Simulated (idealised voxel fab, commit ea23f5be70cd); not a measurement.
process module | voxel air gaps
Square cell edge 5 nm, section width 205 nm, ID cut.
A cross-section is a grid of square cells, given in bands from the top down. A band is one or more rows of cells.
Each band's line starts with the height of the band's top and of its bottom, in nm. Then come its materials from left to right, each with its width in nm. One material with "everywhere" fills the band from edge to edge. "empty" is empty space.
The reference from which all heights are counted is 0, the level beneath which the as-received wafer is entirely one material; the lowest band, having no lower bound, proceeds downward and is written after the example "z 0 and below".
The notation "30 to 40" denotes a width that varies across the rows of cells in the band, beginning at the first number in the top row, finishing at the second number in the bottom row, and changing by an identical amount from each row to the next.
"changes: none" means the step left every cell of the cross-section as it was.
Any empty space of 8 cells or more lacking an open way to the top shows up in "Catalogued sealed voids" as width x height at distance, distance from the left edge, in nm.
Step line, after settings: the simulator's comment on this step.
A step's line can hold "overlay nm"; with a mask on that step, the setting says how far right of the planned place the mask lay, while a negative setting says it lay to the left.

# So here's the lineup of process steps we planned
1. RECEIVE | material Si
2. CONFORMAL_DEP | material SiO2 | thk nm 10
3. CONFORMAL_DEP | material SiCN | thk nm 5
4. DIRECTIONAL_DEP | material SiO2 | thk nm 30
5. PATTERN | tone open | mask id LINES | material resist | width nm 20 | pitch nm 45 | thk nm 20 | overlay nm 0
6. DIRECTIONAL_ETCH | etch materials SiO2 | depth nm 30
7. STRIP | etch materials resist
8. CONFORMAL_DEP | material TiN | thk nm 5
9. FILL_DEP | material Cu | thk nm 10
10. CMP | height nm 45
11. EPI | material Ru | thk nm 10
12. SELECTIVE_ETCH | etch materials SiO2 | depth nm 40
13. CONFORMAL_DEP | material SiCN | thk nm 5

# Incoming wafer in cross-section (state: after step 1)
	z 0 and below: Si everywhere
	Catalogued sealed voids: none

# Starting wafer: above. Plan: above. Run: one mistake. Cross-section after the module: below
	z 60 to 55: SiCN everywhere
	z 55 to 45: Ru everywhere
	z 45 to 15: Cu everywhere
	z 15 to 10: SiCN everywhere
	z 10 to 0: SiO2 everywhere
	z 0 and below: Si everywhere
	Catalogued sealed voids: none
The mistake made against the process plan was this: contrary to plan, step 4 was performed as DIRECTIONAL_DEP | material Cu | thk nm 30
